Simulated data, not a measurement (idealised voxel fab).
The process module that follows is named voxel wiring stack.
cross-section cut | 245 nm wide | cells 5 nm
Just so we're on the same page, the cross-sections are grids of square cells, and they're listed out in bands top to bottom, each band one or more rows deep. Per band: top height and bottom height in nm, followed by the left-to-right materials and their widths in nm; "throughout" marks a single material spanning edge to edge, "blank" marks empty space. All heights in this document are referenced to 0, defined as the level beneath which the wafer, as received, consists entirely of one material. The lowest band is not bounded below; it extends indefinitely downward and is written in the form "0..down". You'd read "30..40" like this: the band's top row of cells is as wide as the first number, its bottom row is as wide as the second, and going down, every row changes width by the same amount as the row before did. Given "nothing changed" for a step, no cell of the cross-section differs between before and after that step. Empty spaces without an open route to the top, at least 8 cells in extent, make up the entry "Enclosed void catalog"; each is given as width x height at distance, where the distance is measured from the left edge, and all are in nm. Where a step's line continues beyond its settings, the continuation is a remark by the simulator itself on that step. overlay nm: on a step with a mask, how far right of its planned place the mask lay; negative means left.

Process steps foreseen in the plan
1,op RECEIVE | material Si
2,op CONFORMAL_DEP | material SiO2 | thk nm 10
3,op CONFORMAL_DEP | material SiN | thk nm 5
4,op DIRECTIONAL_DEP | material SiO2 | thk nm 20
5,op DIRECTIONAL_DEP | material aC | thk nm 10
6,op PATTERN | tone open | mask id METAL_1 | material resist | width nm 30 | pitch nm 55 | thk nm 25 | overlay nm 0
7,op DIRECTIONAL_ETCH | etch materials aC | depth nm 10
8,op STRIP | etch materials resist
9,op DIRECTIONAL_ETCH | etch materials SiO2 | depth nm 20
10,op DIRECTIONAL_ETCH | etch materials SiN | depth nm 5
11,op STRIP | etch materials aC
12,op CONFORMAL_DEP | material TiN | thk nm 5
13,op FILL_DEP | material Ru | thk nm 5
14,op CMP | height nm 35
15,op CONFORMAL_DEP | material SiCN | thk nm 5
16,op DIRECTIONAL_DEP | material SiO2 | thk nm 10
17,op PATTERN | tone open | mask id PLUG_1 | material resist | width nm 15 | pitch nm 55 | thk nm 15 | overlay nm 0
18,op DIRECTIONAL_ETCH | etch materials SiO2 | depth nm 10
19,op DIRECTIONAL_ETCH | etch materials SiCN | depth nm 5
20,op STRIP | etch materials resist
21,op EPI | material Ru | thk nm 10
22,op EPI | material Ru | thk nm 5
23,op DIRECTIONAL_DEP | material TiN | thk nm 5
24,op DIRECTIONAL_DEP | material W | thk nm 25
25,op MASKED_ETCH | tone cover | mask id METAL_2 | width nm 30 | pitch nm 55 | etch materials W | depth nm 25 | overlay nm 0
26,op MASKED_ETCH | tone cover | mask id METAL_2 | width nm 30 | pitch nm 55 | etch materials TiN | depth nm 5 | overlay nm 0
27,op CONFORMAL_DEP | material SiN | thk nm 5
28,op FILL_DEP | material lowk | thk nm 5
29,op CMP | height nm 80
30,op CONFORMAL_DEP | material SiCN | thk nm 5
31,op DIRECTIONAL_DEP | material SiO2 | thk nm 10
32,op MASKED_ETCH | tone open | mask id PLUG_2 | width nm 15 | pitch nm 55 | etch materials SiO2 | depth nm 10 | overlay nm 0
33,op MASKED_ETCH | tone open | mask id PLUG_2 | width nm 15 | pitch nm 55 | etch materials SiCN | depth nm 5 | overlay nm 0
34,op EPI | material Ru | thk nm 10
35,op EPI | material Ru | thk nm 5
36,op CONFORMAL_DEP | material SiCN | thk nm 5
37,op DIRECTIONAL_DEP | material lowk | thk nm 25
38,op MASKED_ETCH | tone open | mask id METAL_3 | width nm 30 | pitch nm 55 | etch materials lowk | depth nm 25 | overlay nm 0
39,op MASKED_ETCH | tone open | mask id METAL_3 | width nm 30 | pitch nm 55 | etch materials SiCN | depth nm 5 | overlay nm 0
40,op CONFORMAL_DEP | material TiN | thk nm 5
41,op FILL_DEP | material W | thk nm 10
42,op CMP | height nm 125
43,op CONFORMAL_DEP | material SiCN | thk nm 5

Wafer cross-section on receipt, i.e. after step 1
  0..down: Si throughout
  Enclosed void catalog: none

Looking at the first of two wafers in cross-section at end of module - ran to plan
  130..125: SiCN throughout
  125..100: 80 nm lowk | 5 nm TiN | 20 nm W | 5 nm TiN | 25 nm lowk | 5 nm TiN | 20 nm W | 5 nm TiN | 80 nm lowk
  100..95: 80 nm SiCN | 30 nm TiN | 25 nm SiCN | 30 nm TiN | 80 nm SiCN
  95..85: 80 nm SiO2 | 15 nm Ru | 40 nm SiO2 | 15 nm Ru | 95 nm SiO2
  85..80: 80 nm SiCN | 15 nm Ru | 40 nm SiCN | 15 nm Ru | 95 nm SiCN
  80..55: 75 nm lowk | 5 nm SiN | 30 nm W | 5 nm SiN | 15 nm lowk | 5 nm SiN | 30 nm W | 5 nm SiN | 75 nm lowk
  55..50: 80 nm SiN | 30 nm TiN | 25 nm SiN | 30 nm TiN | 80 nm SiN
  50..40: 80 nm SiO2 | 15 nm Ru | 40 nm SiO2 | 15 nm Ru | 95 nm SiO2
  40..35: 80 nm SiCN | 15 nm Ru | 40 nm SiCN | 15 nm Ru | 95 nm SiCN
  35..15: 80 nm SiO2 | 5 nm TiN | 20 nm Ru | 5 nm TiN | 25 nm SiO2 | 5 nm TiN | 20 nm Ru | 5 nm TiN | 80 nm SiO2
  15..10: 80 nm SiN | 30 nm TiN | 25 nm SiN | 30 nm TiN | 80 nm SiN
  10..0: SiO2 throughout
  0..down: Si throughout
  Enclosed void catalog: none

Second wafer cross-section at end of module - shared start and plan with the first, one mistake in the run
  130..125: SiCN throughout
  125..100: 80 nm lowk | 5 nm TiN | 20 nm W | 5 nm TiN | 25 nm lowk | 5 nm TiN | 20 nm W | 5 nm TiN | 80 nm lowk
  100..95: 80 nm SiCN | 30 nm TiN | 25 nm SiCN | 30 nm TiN | 80 nm SiCN
  95..85: 80 nm SiO2 | 5 nm SiCN | 5 nm TiN | 5 nm SiCN | 40 nm SiO2 | 5 nm SiCN | 5 nm TiN | 5 nm SiCN | 95 nm SiO2
  85..80: 85 nm SiCN | 5 nm TiN | 50 nm SiCN | 5 nm TiN | 100 nm SiCN
  80..70: 90 nm lowk | 5 nm SiN | 15 nm W | 5 nm SiN | 30 nm lowk | 5 nm SiN | 15 nm W | 5 nm SiN | 75 nm lowk
  70..65: 75 nm lowk | 20 nm SiN | 15 nm W | 5 nm SiN | 15 nm lowk | 20 nm SiN | 15 nm W | 5 nm SiN | 75 nm lowk
  65..55: 75 nm lowk | 5 nm SiN | 30 nm W | 5 nm SiN | 15 nm lowk | 5 nm SiN | 30 nm W | 5 nm SiN | 75 nm lowk
  55..50: 80 nm SiN | 15 nm W | 15 nm TiN | 25 nm SiN | 15 nm W | 15 nm TiN | 80 nm SiN
  50..40: 80 nm SiO2 | 15 nm W | 40 nm SiO2 | 15 nm W | 95 nm SiO2
  40..35: 80 nm SiCN | 15 nm TiN | 40 nm SiCN | 15 nm TiN | 95 nm SiCN
  35..15: 75 nm Ru | 5 nm TiN | 30 nm SiO2 | 5 nm TiN | 15 nm Ru | 5 nm TiN | 30 nm SiO2 | 5 nm TiN | 75 nm Ru
  15..10: 80 nm TiN | 30 nm SiN | 25 nm TiN | 30 nm SiN | 80 nm TiN
  10..0: SiO2 throughout
  0..down: Si throughout
  Enclosed void catalog: none
Deviation noted in wafer processing: contrary to plan, step 6 was performed as op PATTERN | tone cover | mask id METAL_1 | material resist | width nm 30 | pitch nm 55 | thk nm 25 | overlay nm 0
Counted in cells at the end, the second wafer holds more or fewer of these materials than the first: Ru: 64 more | SiCN: 12 more | SiN: 19 fewer | SiO2: 100 fewer | TiN: 31 more | lowk: 12 more
